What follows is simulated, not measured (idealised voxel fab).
process module | voxel gate over fins
cross-section cut | 295 nm wide | cells 5 nm
A cross-section is a grid of square cells, given in bands from the top down. A band is one or more rows of cells.
Each band's line starts with the height of the band's top and of its bottom, in nm. Then come its materials from left to right, each with its width in nm. One material with "throughout" fills the band from edge to edge. "air" is empty space.
Height 0 is the level under which the wafer as received is all one material. The lowest band goes on downwards, as in "0 down".
A width such as "30 to 40" changes by the same amount from each row of cells to the next, from the band's top row to its bottom row.
"no change" after a step means that no cell of the cross-section changed.
closed voids: empty space of 8 cells or more with no open way to the top, each as width x height at its distance from the left edge, in nm
after a step's settings: what the simulator itself notes on the step
overlay nm, on a step with a mask: how far to the right of its planned place the mask lay; to the left if negative
plan
1 op RECEIVE | material Si
2 op CONFORMAL_DEP | material SiN | thk nm 10
3 op DIRECTIONAL_DEP | material aC | thk nm 15
4 op PATTERN | tone cover | mask id FINS | material resist | width nm 15 | pitch nm 60 | thk nm 30 | overlay nm 0
5 op DIRECTIONAL_ETCH | etch materials aC | depth nm 15
6 op STRIP | etch materials resist
7 op DIRECTIONAL_ETCH | etch materials SiN | depth nm 10
8 op DIRECTIONAL_ETCH | etch materials Si | depth nm 35
9 op STRIP | etch materials aC
10 op FILL_DEP | material SiO2 | thk nm 15
11 op CMP | height nm 10
12 op DIRECTIONAL_DEP | material aC | thk nm 15
13 op PATTERN | tone open | mask id RAIL | material resist | width nm 15 | thk nm 30 | overlay nm 0
14 op DIRECTIONAL_ETCH | etch materials aC | depth nm 15
15 op STRIP | etch materials resist
16 op DIRECTIONAL_ETCH | etch materials SiO2 | depth nm 40
17 op STRIP | etch materials aC
18 op CONFORMAL_DEP | material TiN | thk nm 5
19 op FILL_DEP | material W | thk nm 10
20 op CMP | height nm 10
21 op SELECTIVE_ETCH | etch materials W Ru TiN | depth nm 25
22 op FILL_DEP | material SiO2 | thk nm 5
23 op CMP | height nm 10
24 op SELECTIVE_ETCH | etch materials SiO2 | depth nm 20
25 op STRIP | etch materials SiN
26 op CONFORMAL_DEP | material HfO2 | thk nm 5
27 op CONFORMAL_DEP | material TiN | thk nm 5
28 op CONFORMAL_DEP | material TiAl | thk nm 5
29 op CONFORMAL_DEP | material TiN | thk nm 5
30 op FILL_DEP | material W | thk nm 10
31 op CMP | height nm 25
32 op CONFORMAL_DEP | material SiCN | thk nm 5
as received, after step 1
  0 down: Si throughout
  closed voids: none
first wafer at the end, as planned
  30 to 25: SiCN throughout
  25 to 20: W throughout
  20 to 15: W 90 | TiN 55 | W 5 | TiN 55 | W 90
  15 to 10: W 90 | TiN 5 | TiAl 45 | TiN 5 | W 5 | TiN 5 | TiAl 45 | TiN 5 | W 90
  10 to 5: TiN 95 | TiAl 5 | TiN 35 | TiAl 5 | TiN 15 | TiAl 5 | TiN 35 | TiAl 5 | TiN 95
  5 to 0: TiAl 100 | TiN 5 | HfO2 25 | TiN 5 | TiAl 25 | TiN 5 | HfO2 25 | TiN 5 | TiAl 100
  0 to -5: TiN 105 | HfO2 5 | Si 15 | HfO2 5 | TiN 35 | HfO2 5 | Si 15 | HfO2 5 | TiN 105
  -5 to -10: HfO2 110 | Si 15 | HfO2 45 | Si 15 | HfO2 110
  -10 to -15: SiO2 110 | Si 15 | SiO2 45 | Si 15 | SiO2 110
  -15 to -25: SiO2 110 | Si 15 | SiO2 15 | TiN 5 | W 5 | TiN 5 | SiO2 15 | Si 15 | SiO2 110
  -25 to -30: SiO2 110 | Si 15 | SiO2 15 | TiN 15 | SiO2 15 | Si 15 | SiO2 110
  -30 to -35: SiO2 110 | Si 15 | SiO2 45 | Si 15 | SiO2 110
  -35 down: Si throughout
  closed voids: none
second wafer at the end: like start, like plan, one mistake
  25 to 20: SiCN throughout
  20 to 15: W 90 | TiN 55 | W 5 | TiN 55 | W 90
  15 to 10: W 90 | TiN 5 | TiAl 45 | TiN 5 | W 5 | TiN 5 | TiAl 45 | TiN 5 | W 90
  10 to 5: TiN 95 | TiAl 5 | TiN 35 | TiAl 5 | TiN 15 | TiAl 5 | TiN 35 | TiAl 5 | TiN 95
  5 to 0: TiAl 100 | TiN 5 | HfO2 25 | TiN 5 | TiAl 25 | TiN 5 | HfO2 25 | TiN 5 | TiAl 100
  0 to -5: TiN 105 | HfO2 5 | Si 15 | HfO2 5 | TiN 35 | HfO2 5 | Si 15 | HfO2 5 | TiN 105
  -5 to -10: HfO2 110 | Si 15 | HfO2 45 | Si 15 | HfO2 110
  -10 to -15: SiO2 110 | Si 15 | SiO2 45 | Si 15 | SiO2 110
  -15 to -25: SiO2 110 | Si 15 | SiO2 15 | TiN 5 | W 5 | TiN 5 | SiO2 15 | Si 15 | SiO2 110
  -25 to -30: SiO2 110 | Si 15 | SiO2 15 | TiN 15 | SiO2 15 | Si 15 | SiO2 110
  -30 to -35: SiO2 110 | Si 15 | SiO2 45 | Si 15 | SiO2 110
  -35 down: Si throughout
  closed voids: none
what went wrong: step 31 ran as: op CMP | height nm 20
at the end the second wafer has, in cells: 59 fewer of W
